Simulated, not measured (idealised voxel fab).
process module | voxel transistor to metal
We display cut, a cross-section 300 nm in width whose square cells are each 5 nm.
We lay out every cross-section as a grid of square cells and spell it out in bands from the top down, where one band means one or more rows of cells.
In this notation a band is specified by the heights of its top and bottom, in that order and in nm, after which its materials appear from left to right, each paired with its width in nm. The word "everywhere" attached to a single material means that material fills the band from edge to edge; the word "empty" stands for empty space.
We count height from 0. Below that, the starting wafer is all one material. The lowest band never ends at the bottom but goes on down; see "0..down" for how that is written.
Quick explanation for "30->40": the width changes in equal steps down the rows of cells, from the first number in the band's top row to the second number in its bottom row.
When a step is marked "nothing was modified", none of the cells in the cross-section changed during that step.
"Sealed void inventory" lists enclosed empty spaces (at least 8 cells, no open path upward to the top), each as width x height at distance from the left edge, in nm.
Step line, after settings: the simulator's comment on this step.
overlay nm: mask offset rightward from planned place, masked step; negative means leftward offset.

Planned step list for the process:
1. RECEIVE with material Si
2. CONFORMAL_DEP with material SiO2, thk nm 5
3. CONFORMAL_DEP with material SiN, thk nm 10
4. DIRECTIONAL_DEP with material aC, thk nm 15
5. PATTERN with tone cover, mask id ACTIVE, material resist, width nm 95, pitch nm 125, thk nm 30, overlay nm 0
6. DIRECTIONAL_ETCH with etch materials aC, depth nm 15
7. STRIP with etch materials resist
8. DIRECTIONAL_ETCH with etch materials SiN, depth nm 10
9. DIRECTIONAL_ETCH with etch materials SiO2, depth nm 5
10. DIRECTIONAL_ETCH with etch materials Si, depth nm 20
11. STRIP with etch materials aC
12. FILL_DEP with material SiO2, thk nm 10
13. CMP with height nm 15
14. SELECTIVE_ETCH with etch materials SiO2, depth nm 5
15. STRIP with etch materials SiN
16. SELECTIVE_ETCH with etch materials SiO2, depth nm 5
17. OXIDIZE with depth nm 5
18. DIRECTIONAL_DEP with material polySi, thk nm 25
19. DIRECTIONAL_DEP with material SiCN, thk nm 15
20. DIRECTIONAL_DEP with material aC, thk nm 10
21. PATTERN with tone cover, mask id GATE, material resist, width nm 15, pitch nm 125, thk nm 25, overlay nm 0
22. DIRECTIONAL_ETCH with etch materials aC, depth nm 10
23. STRIP with etch materials resist
24. DIRECTIONAL_ETCH with etch materials SiCN, depth nm 25
25. DIRECTIONAL_ETCH with etch materials polySi, depth nm 35
26. STRIP with etch materials aC
27. CONFORMAL_DEP with material SiN, thk nm 5
28. DIRECTIONAL_ETCH with etch materials SiN, depth nm 5
29. DIRECTIONAL_ETCH with etch materials SiO2, depth nm 5
30. EPI with material nSi, thk nm 5
31. FILL_DEP with material SiO2, thk nm 10
32. CMP with height nm 40
33. DIRECTIONAL_DEP with material SiO2, thk nm 15
34. DIRECTIONAL_DEP with material aC, thk nm 15
35. PATTERN with tone open, mask id CONTACT, material resist, width nm 15, thk nm 35, overlay nm 0
36. DIRECTIONAL_ETCH with etch materials aC, depth nm 15
37. STRIP with etch materials resist
38. DIRECTIONAL_ETCH with etch materials SiO2, depth nm 55
39. STRIP with etch materials aC
40. CONFORMAL_DEP with material TiN, thk nm 5
41. FILL_DEP with material W, thk nm 5
42. CMP with height nm 55
43. DIRECTIONAL_DEP with material TiN, thk nm 5
44. DIRECTIONAL_DEP with material W, thk nm 15
45. DIRECTIONAL_DEP with material aC, thk nm 15
46. PATTERN with tone cover, mask id METAL_1, material resist, width nm 15, thk nm 30, overlay nm 0
47. DIRECTIONAL_ETCH with etch materials aC, depth nm 15
48. STRIP with etch materials resist
49. DIRECTIONAL_ETCH with etch materials W, depth nm 15
50. DIRECTIONAL_ETCH with etch materials TiN, depth nm 5
51. STRIP with etch materials aC
52. CONFORMAL_DEP with material SiN, thk nm 5
53. FILL_DEP with material lowk, thk nm 5
54. CMP with height nm 75
55. CONFORMAL_DEP with material SiN, thk nm 5

First wafer, two in total, run as planned:

Cross-section of the wafer upon arrival, representing the state reached after step 1:
- 0..down  Si everywhere
- Sealed void inventory: none

Cross-section through the wafer, step 2 finished:
- 5..0  SiO2 everywhere
- Heights below 0 show no change.

Cross-section through the wafer, step 3 finished:
- 15..5  SiN everywhere
- Heights below 5 show no change.

Cross-section through the wafer, step 4 finished:
- 30..15  aC everywhere
- Heights below 15 show no change.

Cross-section through the wafer, step 5 finished:
- 60..30  40 of empty | 95 of resist | 30 of empty | 95 of resist | 40 of empty
- Heights below 30 show no change.

Cross-section through the wafer, step 6 finished:
- 45..30  40 of empty | 95 of resist | 30 of empty | 95 of resist | 40 of empty
- 30..15  40 of empty | 95 of aC | 30 of empty | 95 of aC | 40 of empty
- Heights below 15 show no change.

Cross-section through the wafer, step 7 finished:
- 30..15  40 of empty | 95 of aC | 30 of empty | 95 of aC | 40 of empty
- Heights below 15 show no change.

Cross-section through the wafer, step 8 finished:
- 30..15  40 of empty | 95 of aC | 30 of empty | 95 of aC | 40 of empty
- 15..5  40 of empty | 95 of SiN | 30 of empty | 95 of SiN | 40 of empty
- Heights below 5 show no change.

Cross-section through the wafer, step 9 finished:
- 30..15  40 of empty | 95 of aC | 30 of empty | 95 of aC | 40 of empty
- 15..5  40 of empty | 95 of SiN | 30 of empty | 95 of SiN | 40 of empty
- 5..0  40 of empty | 95 of SiO2 | 30 of empty | 95 of SiO2 | 40 of empty
- Heights below 0 show no change.

Cross-section through the wafer, step 10 finished:
- 30..15  40 of empty | 95 of aC | 30 of empty | 95 of aC | 40 of empty
- 15..5  40 of empty | 95 of SiN | 30 of empty | 95 of SiN | 40 of empty
- 5..0  40 of empty | 95 of SiO2 | 30 of empty | 95 of SiO2 | 40 of empty
- 0..-20  40 of empty | 95 of Si | 30 of empty | 95 of Si | 40 of empty
- Heights below -20 show no change.

Cross-section through the wafer, step 11 finished:
- 15..5  40 of empty | 95 of SiN | 30 of empty | 95 of SiN | 40 of empty
- Heights below 5 show no change.

Cross-section through the wafer, step 12 finished:
- 25..15  SiO2 everywhere
- 15..5  40 of SiO2 | 95 of SiN | 30 of SiO2 | 95 of SiN | 40 of SiO2
- 5..0  SiO2 everywhere
- 0..-20  40 of SiO2 | 95 of Si | 30 of SiO2 | 95 of Si | 40 of SiO2
- Heights below -20 show no change.

Cross-section through the wafer, step 13 finished:
- 15..5  40 of SiO2 | 95 of SiN | 30 of SiO2 | 95 of SiN | 40 of SiO2
- Heights below 5 show no change.

Cross-section through the wafer, step 14 finished:
- 15..10  40 of empty | 95 of SiN | 30 of empty | 95 of SiN | 40 of empty
- Heights below 10 show no change.

Cross-section through the wafer, step 15 finished:
- 10..5  40 of SiO2 | 95 of empty | 30 of SiO2 | 95 of empty | 40 of SiO2
- Heights below 5 show no change.

Cross-section through the wafer, step 16 finished:
- 5..0  35 of SiO2 | 105 of empty | 20 of SiO2 | 105 of empty | 35 of SiO2
- Heights below 0 show no change.

Cross-section through the wafer, step 17 finished:
- 5..0  35 of SiO2 | 105 of empty | 20 of SiO2 | 105 of empty | 35 of SiO2
- 0..-5  SiO2 everywhere
- Heights below -5 show no change.

Cross-section through the wafer, step 18 finished:
- 30..25  35 of polySi | 105 of empty | 20 of polySi | 105 of empty | 35 of polySi
- 25..5  polySi everywhere
- 5..0  35 of SiO2 | 105 of polySi | 20 of SiO2 | 105 of polySi | 35 of SiO2
- Heights below 0 show no change.

Cross-section through the wafer, step 19 finished:
- 45..40  35 of SiCN | 105 of empty | 20 of SiCN | 105 of empty | 35 of SiCN
- 40..30  SiCN everywhere
- 30..25  35 of polySi | 105 of SiCN | 20 of polySi | 105 of SiCN | 35 of polySi
- Heights below 25 show no change.

Cross-section through the wafer, step 20 finished:
- 55..50  35 of aC | 105 of empty | 20 of aC | 105 of empty | 35 of aC
- 50..45  aC everywhere
- 45..40  35 of SiCN | 105 of aC | 20 of SiCN | 105 of aC | 35 of SiCN
- Heights below 40 show no change.

Cross-section through the wafer, step 21 finished:
- 80..55  80 of empty | 15 of resist | 110 of empty | 15 of resist | 80 of empty
- 55..50  35 of aC | 45 of empty | 15 of resist | 45 of empty | 20 of aC | 45 of empty | 15 of resist | 45 of empty | 35 of aC
- Heights below 50 show no change.

Cross-section through the wafer, step 22 finished:
- 70..50  80 of empty | 15 of resist | 110 of empty | 15 of resist | 80 of empty
- 50..45  80 of empty | 15 of aC | 110 of empty | 15 of aC | 80 of empty
- 45..40  35 of SiCN | 45 of empty | 15 of aC | 45 of empty | 20 of SiCN | 45 of empty | 15 of aC | 45 of empty | 35 of SiCN
- Heights below 40 show no change.

Cross-section through the wafer, step 23 finished:
- 50..45  80 of empty | 15 of aC | 110 of empty | 15 of aC | 80 of empty
- Heights below 45 show no change.

Cross-section through the wafer, step 24 finished:
- 50..40  80 of empty | 15 of aC | 110 of empty | 15 of aC | 80 of empty
- 40..30  80 of empty | 15 of SiCN | 110 of empty | 15 of SiCN | 80 of empty
- 30..25  35 of polySi | 45 of empty | 15 of SiCN | 45 of empty | 20 of polySi | 45 of empty | 15 of SiCN | 45 of empty | 35 of polySi
- Heights below 25 show no change.

Cross-section through the wafer, step 25 finished:
- 50..40  80 of empty | 15 of aC | 110 of empty | 15 of aC | 80 of empty
- 40..25  80 of empty | 15 of SiCN | 110 of empty | 15 of SiCN | 80 of empty
- 25..5  80 of empty | 15 of polySi | 110 of empty | 15 of polySi | 80 of empty
- 5..0  35 of SiO2 | 45 of empty | 15 of polySi | 45 of empty | 20 of SiO2 | 45 of empty | 15 of polySi | 45 of empty | 35 of SiO2
- Heights below 0 show no change.

Cross-section through the wafer, step 26 finished:
- 40..25  80 of empty | 15 of SiCN | 110 of empty | 15 of SiCN | 80 of empty
- Heights below 25 show no change.

Cross-section through the wafer, step 27 finished:
- 45..40  75 of empty | 25 of SiN | 100 of empty | 25 of SiN | 75 of empty
- 40..25  75 of empty | 5 of SiN | 15 of SiCN | 5 of SiN | 100 of empty | 5 of SiN | 15 of SiCN | 5 of SiN | 75 of empty
- 25..10  75 of empty | 5 of SiN | 15 of polySi | 5 of SiN | 100 of empty | 5 of SiN | 15 of polySi | 5 of SiN | 75 of empty
- 10..5  40 of SiN | 35 of empty | 5 of SiN | 15 of polySi | 5 of SiN | 35 of empty | 30 of SiN | 35 of empty | 5 of SiN | 15 of polySi | 5 of SiN | 35 of empty | 40 of SiN
- 5..0  35 of SiO2 | 45 of SiN | 15 of polySi | 45 of SiN | 20 of SiO2 | 45 of SiN | 15 of polySi | 45 of SiN | 35 of SiO2
- Heights below 0 show no change.

Cross-section through the wafer, step 28 finished:
- 40..25  75 of empty | 5 of SiN | 15 of SiCN | 5 of SiN | 100 of empty | 5 of SiN | 15 of SiCN | 5 of SiN | 75 of empty
- 25..5  75 of empty | 5 of SiN | 15 of polySi | 5 of SiN | 100 of empty | 5 of SiN | 15 of polySi | 5 of SiN | 75 of empty
- 5..0  35 of SiO2 | 5 of SiN | 35 of empty | 5 of SiN | 15 of polySi | 5 of SiN | 35 of empty | 5 of SiN | 20 of SiO2 | 5 of SiN | 35 of empty | 5 of SiN | 15 of polySi | 5 of SiN | 35 of empty | 5 of SiN | 35 of SiO2
- Heights below 0 show no change.

Cross-section through the wafer, step 29 finished:
- 40..25  75 of empty | 5 of SiN | 15 of SiCN | 5 of SiN | 100 of empty | 5 of SiN | 15 of SiCN | 5 of SiN | 75 of empty
- 25..5  75 of empty | 5 of SiN | 15 of polySi | 5 of SiN | 100 of empty | 5 of SiN | 15 of polySi | 5 of SiN | 75 of empty
- 5..0  35 of empty | 5 of SiN | 35 of empty | 5 of SiN | 15 of polySi | 5 of SiN | 35 of empty | 5 of SiN | 20 of empty | 5 of SiN | 35 of empty | 5 of SiN | 15 of polySi | 5 of SiN | 35 of empty | 5 of SiN | 35 of empty
- 0..-5  40 of SiO2 | 35 of empty | 25 of SiO2 | 35 of empty | 30 of SiO2 | 35 of empty | 25 of SiO2 | 35 of empty | 40 of SiO2
- Heights below -5 show no change.

Cross-section through the wafer, step 30 finished:
- 40..25  75 of empty | 5 of SiN | 15 of SiCN | 5 of SiN | 100 of empty | 5 of SiN | 15 of SiCN | 5 of SiN | 75 of empty
- 25..5  75 of empty | 5 of SiN | 15 of polySi | 5 of SiN | 100 of empty | 5 of SiN | 15 of polySi | 5 of SiN | 75 of empty
- 5..0  35 of empty | 5 of SiN | 35 of empty | 5 of SiN | 15 of polySi | 5 of SiN | 35 of empty | 5 of SiN | 20 of empty | 5 of SiN | 35 of empty | 5 of SiN | 15 of polySi | 5 of SiN | 35 of empty | 5 of SiN | 35 of empty
- 0..-5  40 of SiO2 | 35 of nSi | 25 of SiO2 | 35 of nSi | 30 of SiO2 | 35 of nSi | 25 of SiO2 | 35 of nSi | 40 of SiO2
- Heights below -5 show no change.

Cross-section through the wafer, step 31 finished:
- 50..40  SiO2 everywhere
- 40..25  75 of SiO2 | 5 of SiN | 15 of SiCN | 5 of SiN | 100 of SiO2 | 5 of SiN | 15 of SiCN | 5 of SiN | 75 of SiO2
- 25..5  75 of SiO2 | 5 of SiN | 15 of polySi | 5 of SiN | 100 of SiO2 | 5 of SiN | 15 of polySi | 5 of SiN | 75 of SiO2
- 5..0  35 of SiO2 | 5 of SiN | 35 of SiO2 | 5 of SiN | 15 of polySi | 5 of SiN | 35 of SiO2 | 5 of SiN | 20 of SiO2 | 5 of SiN | 35 of SiO2 | 5 of SiN | 15 of polySi | 5 of SiN | 35 of SiO2 | 5 of SiN | 35 of SiO2
- Heights below 0 show no change.

Cross-section through the wafer, step 32 finished:
- 40..25  75 of SiO2 | 5 of SiN | 15 of SiCN | 5 of SiN | 100 of SiO2 | 5 of SiN | 15 of SiCN | 5 of SiN | 75 of SiO2
- Heights below 25 show no change.

Cross-section through the wafer, step 33 finished:
- 55..40  SiO2 everywhere
- Heights below 40 show no change.

Cross-section through the wafer, step 34 finished:
- 70..55  aC everywhere
- Heights below 55 show no change.

Cross-section through the wafer, step 35 finished:
- 105..70  50 of resist | 15 of empty | 45 of resist | 15 of empty | 50 of resist | 15 of empty | 45 of resist | 15 of empty | 50 of resist
- Heights below 70 show no change.

Cross-section through the wafer, step 36 finished:
- 90..70  50 of resist | 15 of empty | 45 of resist | 15 of empty | 50 of resist | 15 of empty | 45 of resist | 15 of empty | 50 of resist
- 70..55  50 of aC | 15 of empty | 45 of aC | 15 of empty | 50 of aC | 15 of empty | 45 of aC | 15 of empty | 50 of aC
- Heights below 55 show no change.

Cross-section through the wafer, step 37 finished:
- 70..55  50 of aC | 15 of empty | 45 of aC | 15 of empty | 50 of aC | 15 of empty | 45 of aC | 15 of empty | 50 of aC
- Heights below 55 show no change.

Cross-section through the wafer, step 38 finished:
- 70..55  50 of aC | 15 of empty | 45 of aC | 15 of empty | 50 of aC | 15 of empty | 45 of aC | 15 of empty | 50 of aC
- 55..40  50 of SiO2 | 15 of empty | 45 of SiO2 | 15 of empty | 50 of SiO2 | 15 of empty | 45 of SiO2 | 15 of empty | 50 of SiO2
- 40..25  50 of SiO2 | 15 of empty | 10 of SiO2 | 5 of SiN | 15 of SiCN | 5 of SiN | 10 of SiO2 | 15 of empty | 50 of SiO2 | 15 of empty | 10 of SiO2 | 5 of SiN | 15 of SiCN | 5 of SiN | 10 of SiO2 | 15 of empty | 50 of SiO2
- 25..5  50 of SiO2 | 15 of empty | 10 of SiO2 | 5 of SiN | 15 of polySi | 5 of SiN | 10 of SiO2 | 15 of empty | 50 of SiO2 | 15 of empty | 10 of SiO2 | 5 of SiN | 15 of polySi | 5 of SiN | 10 of SiO2 | 15 of empty | 50 of SiO2
- 5..0  35 of SiO2 | 5 of SiN | 10 of SiO2 | 15 of empty | 10 of SiO2 | 5 of SiN | 15 of polySi | 5 of SiN | 10 of SiO2 | 15 of empty | 10 of SiO2 | 5 of SiN | 20 of SiO2 | 5 of SiN | 10 of SiO2 | 15 of empty | 10 of SiO2 | 5 of SiN | 15 of polySi | 5 of SiN | 10 of SiO2 | 15 of empty | 10 of SiO2 | 5 of SiN | 35 of SiO2
- Heights below 0 show no change.

Cross-section through the wafer, step 39 finished:
- 55..40  50 of SiO2 | 15 of empty | 45 of SiO2 | 15 of empty | 50 of SiO2 | 15 of empty | 45 of SiO2 | 15 of empty | 50 of SiO2
- Heights below 40 show no change.

Cross-section through the wafer, step 40 finished:
- 60..55  55 of TiN | 5 of empty | 55 of TiN | 5 of empty | 60 of TiN | 5 of empty | 55 of TiN | 5 of empty | 55 of TiN
- 55..40  50 of SiO2 | 5 of TiN | 5 of empty | 5 of TiN | 45 of SiO2 | 5 of TiN | 5 of empty | 5 of TiN | 50 of SiO2 | 5 of TiN | 5 of empty | 5 of TiN | 45 of SiO2 | 5 of TiN | 5 of empty | 5 of TiN | 50 of SiO2
- 40..25  50 of SiO2 | 5 of TiN | 5 of empty | 5 of TiN | 10 of SiO2 | 5 of SiN | 15 of SiCN | 5 of SiN | 10 of SiO2 | 5 of TiN | 5 of empty | 5 of TiN | 50 of SiO2 | 5 of TiN | 5 of empty | 5 of TiN | 10 of SiO2 | 5 of SiN | 15 of SiCN | 5 of SiN | 10 of SiO2 | 5 of TiN | 5 of empty | 5 of TiN | 50 of SiO2
- 25..5  50 of SiO2 | 5 of TiN | 5 of empty | 5 of TiN | 10 of SiO2 | 5 of SiN | 15 of polySi | 5 of SiN | 10 of SiO2 | 5 of TiN | 5 of empty | 5 of TiN | 50 of SiO2 | 5 of TiN | 5 of empty | 5 of TiN | 10 of SiO2 | 5 of SiN | 15 of polySi | 5 of SiN | 10 of SiO2 | 5 of TiN | 5 of empty | 5 of TiN | 50 of SiO2
- 5..0  35 of SiO2 | 5 of SiN | 10 of SiO2 | 15 of TiN | 10 of SiO2 | 5 of SiN | 15 of polySi | 5 of SiN | 10 of SiO2 | 15 of TiN | 10 of SiO2 | 5 of SiN | 20 of SiO2 | 5 of SiN | 10 of SiO2 | 15 of TiN | 10 of SiO2 | 5 of SiN | 15 of polySi | 5 of SiN | 10 of SiO2 | 15 of TiN | 10 of SiO2 | 5 of SiN | 35 of SiO2
- Heights below 0 show no change.

Cross-section through the wafer, step 41 finished:
- 65..60  W everywhere
- 60..55  55 of TiN | 5 of W | 55 of TiN | 5 of W | 60 of TiN | 5 of W | 55 of TiN | 5 of W | 55 of TiN
- 55..40  50 of SiO2 | 5 of TiN | 5 of W | 5 of TiN | 45 of SiO2 | 5 of TiN | 5 of W | 5 of TiN | 50 of SiO2 | 5 of TiN | 5 of W | 5 of TiN | 45 of SiO2 | 5 of TiN | 5 of W | 5 of TiN | 50 of SiO2
- 40..25  50 of SiO2 | 5 of TiN | 5 of W | 5 of TiN | 10 of SiO2 | 5 of SiN | 15 of SiCN | 5 of SiN | 10 of SiO2 | 5 of TiN | 5 of W | 5 of TiN | 50 of SiO2 | 5 of TiN | 5 of W | 5 of TiN | 10 of SiO2 | 5 of SiN | 15 of SiCN | 5 of SiN | 10 of SiO2 | 5 of TiN | 5 of W | 5 of TiN | 50 of SiO2
- 25..5  50 of SiO2 | 5 of TiN | 5 of W | 5 of TiN | 10 of SiO2 | 5 of SiN | 15 of polySi | 5 of SiN | 10 of SiO2 | 5 of TiN | 5 of W | 5 of TiN | 50 of SiO2 | 5 of TiN | 5 of W | 5 of TiN | 10 of SiO2 | 5 of SiN | 15 of polySi | 5 of SiN | 10 of SiO2 | 5 of TiN | 5 of W | 5 of TiN | 50 of SiO2
- Heights below 5 show no change.

Cross-section through the wafer, step 42 finished:
- 55..40  50 of SiO2 | 5 of TiN | 5 of W | 5 of TiN | 45 of SiO2 | 5 of TiN | 5 of W | 5 of TiN | 50 of SiO2 | 5 of TiN | 5 of W | 5 of TiN | 45 of SiO2 | 5 of TiN | 5 of W | 5 of TiN | 50 of SiO2
- Heights below 40 show no change.

Cross-section through the wafer, step 43 finished:
- 60..55  TiN everywhere
- Heights below 55 show no change.

Cross-section through the wafer, step 44 finished:
- 75..60  W everywhere
- Heights below 60 show no change.

Cross-section through the wafer, step 45 finished:
- 90..75  aC everywhere
- Heights below 75 show no change.

Cross-section through the wafer, step 46 finished:
- 120..90  50 of empty | 15 of resist | 45 of empty | 15 of resist | 50 of empty | 15 of resist | 45 of empty | 15 of resist | 50 of empty
- Heights below 90 show no change.

Cross-section through the wafer, step 47 finished:
- 105..90  50 of empty | 15 of resist | 45 of empty | 15 of resist | 50 of empty | 15 of resist | 45 of empty | 15 of resist | 50 of empty
- 90..75  50 of empty | 15 of aC | 45 of empty | 15 of aC | 50 of empty | 15 of aC | 45 of empty | 15 of aC | 50 of empty
- Heights below 75 show no change.

Cross-section through the wafer, step 48 finished:
- 90..75  50 of empty | 15 of aC | 45 of empty | 15 of aC | 50 of empty | 15 of aC | 45 of empty | 15 of aC | 50 of empty
- Heights below 75 show no change.

Cross-section through the wafer, step 49 finished:
- 90..75  50 of empty | 15 of aC | 45 of empty | 15 of aC | 50 of empty | 15 of aC | 45 of empty | 15 of aC | 50 of empty
- 75..60  50 of empty | 15 of W | 45 of empty | 15 of W | 50 of empty | 15 of W | 45 of empty | 15 of W | 50 of empty
- Heights below 60 show no change.

Cross-section through the wafer, step 50 finished:
- 90..75  50 of empty | 15 of aC | 45 of empty | 15 of aC | 50 of empty | 15 of aC | 45 of empty | 15 of aC | 50 of empty
- 75..60  50 of empty | 15 of W | 45 of empty | 15 of W | 50 of empty | 15 of W | 45 of empty | 15 of W | 50 of empty
- 60..55  50 of empty | 15 of TiN | 45 of empty | 15 of TiN | 50 of empty | 15 of TiN | 45 of empty | 15 of TiN | 50 of empty
- Heights below 55 show no change.

Cross-section through the wafer, step 51 finished:
- 75..60  50 of empty | 15 of W | 45 of empty | 15 of W | 50 of empty | 15 of W | 45 of empty | 15 of W | 50 of empty
- Heights below 60 show no change.

Cross-section through the wafer, step 52 finished:
- 80..75  45 of empty | 25 of SiN | 35 of empty | 25 of SiN | 40 of empty | 25 of SiN | 35 of empty | 25 of SiN | 45 of empty
- 75..60  45 of empty | 5 of SiN | 15 of W | 5 of SiN | 35 of empty | 5 of SiN | 15 of W | 5 of SiN | 40 of empty | 5 of SiN | 15 of W | 5 of SiN | 35 of empty | 5 of SiN | 15 of W | 5 of SiN | 45 of empty
- 60..55  50 of SiN | 15 of TiN | 45 of SiN | 15 of TiN | 50 of SiN | 15 of TiN | 45 of SiN | 15 of TiN | 50 of SiN
- Heights below 55 show no change.

Cross-section through the wafer, step 53 finished:
- 85..80  lowk everywhere
- 80..75  45 of lowk | 25 of SiN | 35 of lowk | 25 of SiN | 40 of lowk | 25 of SiN | 35 of lowk | 25 of SiN | 45 of lowk
- 75..60  45 of lowk | 5 of SiN | 15 of W | 5 of SiN | 35 of lowk | 5 of SiN | 15 of W | 5 of SiN | 40 of lowk | 5 of SiN | 15 of W | 5 of SiN | 35 of lowk | 5 of SiN | 15 of W | 5 of SiN | 45 of lowk
- Heights below 60 show no change.

Cross-section through the wafer, step 54 finished:
- 75..60  45 of lowk | 5 of SiN | 15 of W | 5 of SiN | 35 of lowk | 5 of SiN | 15 of W | 5 of SiN | 40 of lowk | 5 of SiN | 15 of W | 5 of SiN | 35 of lowk | 5 of SiN | 15 of W | 5 of SiN | 45 of lowk
- Heights below 60 show no change.

Cross-section through the wafer, step 55 finished:
- 80..75  SiN everywhere
- Heights below 75 show no change.

The Second Wafer: Common Origin and Plan, One Mistake in Execution, Identical to the First Through Step 42:

The second wafer cut through, at the time step 43 was supposed to be finished:
- 70..55  W everywhere
- Heights below 55 show no change.

The second wafer cut through, at the time step 44 was supposed to be finished:
- 75..70  TiN everywhere
- Heights below 70 show no change.

The second wafer cut through, at the time step 45 was supposed to be finished:
- 90..75  aC everywhere
- Heights below 75 show no change.

The second wafer cut through, at the time step 46 was supposed to be finished:
- 120..90  50 of empty | 15 of resist | 45 of empty | 15 of resist | 50 of empty | 15 of resist | 45 of empty | 15 of resist | 50 of empty
- Heights below 90 show no change.

The second wafer cut through, at the time step 47 was supposed to be finished:
- 105..90  50 of empty | 15 of resist | 45 of empty | 15 of resist | 50 of empty | 15 of resist | 45 of empty | 15 of resist | 50 of empty
- 90..75  50 of empty | 15 of aC | 45 of empty | 15 of aC | 50 of empty | 15 of aC | 45 of empty | 15 of aC | 50 of empty
- Heights below 75 show no change.

The second wafer cut through, at the time step 48 was supposed to be finished:
- 90..75  50 of empty | 15 of aC | 45 of empty | 15 of aC | 50 of empty | 15 of aC | 45 of empty | 15 of aC | 50 of empty
- Heights below 75 show no change.

The second wafer cut through, at the time step 49 was supposed to be finished: nothing was modified

The second wafer cut through, at the time step 50 was supposed to be finished:
- 90..75  50 of empty | 15 of aC | 45 of empty | 15 of aC | 50 of empty | 15 of aC | 45 of empty | 15 of aC | 50 of empty
- 75..70  50 of empty | 15 of TiN | 45 of empty | 15 of TiN | 50 of empty | 15 of TiN | 45 of empty | 15 of TiN | 50 of empty
- Heights below 70 show no change.

The second wafer cut through, at the time step 51 was supposed to be finished:
- 75..70  50 of empty | 15 of TiN | 45 of empty | 15 of TiN | 50 of empty | 15 of TiN | 45 of empty | 15 of TiN | 50 of empty
- Heights below 70 show no change.

The second wafer cut through, at the time step 52 was supposed to be finished:
- 80..75  45 of empty | 25 of SiN | 35 of empty | 25 of SiN | 40 of empty | 25 of SiN | 35 of empty | 25 of SiN | 45 of empty
- 75..70  50 of SiN | 15 of TiN | 45 of SiN | 15 of TiN | 50 of SiN | 15 of TiN | 45 of SiN | 15 of TiN | 50 of SiN
- Heights below 70 show no change.

The second wafer cut through, at the time step 53 was supposed to be finished:
- 85..80  lowk everywhere
- 80..75  45 of lowk | 25 of SiN | 35 of lowk | 25 of SiN | 40 of lowk | 25 of SiN | 35 of lowk | 25 of SiN | 45 of lowk
- Heights below 75 show no change.

The second wafer cut through, at the time step 54 was supposed to be finished:
- 75..70  50 of SiN | 15 of TiN | 45 of SiN | 15 of TiN | 50 of SiN | 15 of TiN | 45 of SiN | 15 of TiN | 50 of SiN
- Heights below 70 show no change.

The second wafer cut through, at the time step 55 was supposed to be finished:
- 80..75  SiN everywhere
- Heights below 75 show no change.
Want to know what went wrong? a sequencing error occurred in which plan steps 43 and 44 were transposed
FYI, end of process, the second wafer has more or fewer cells of some materials than the first: SiN: 24 fewer | W: 144 more | lowk: 120 fewer
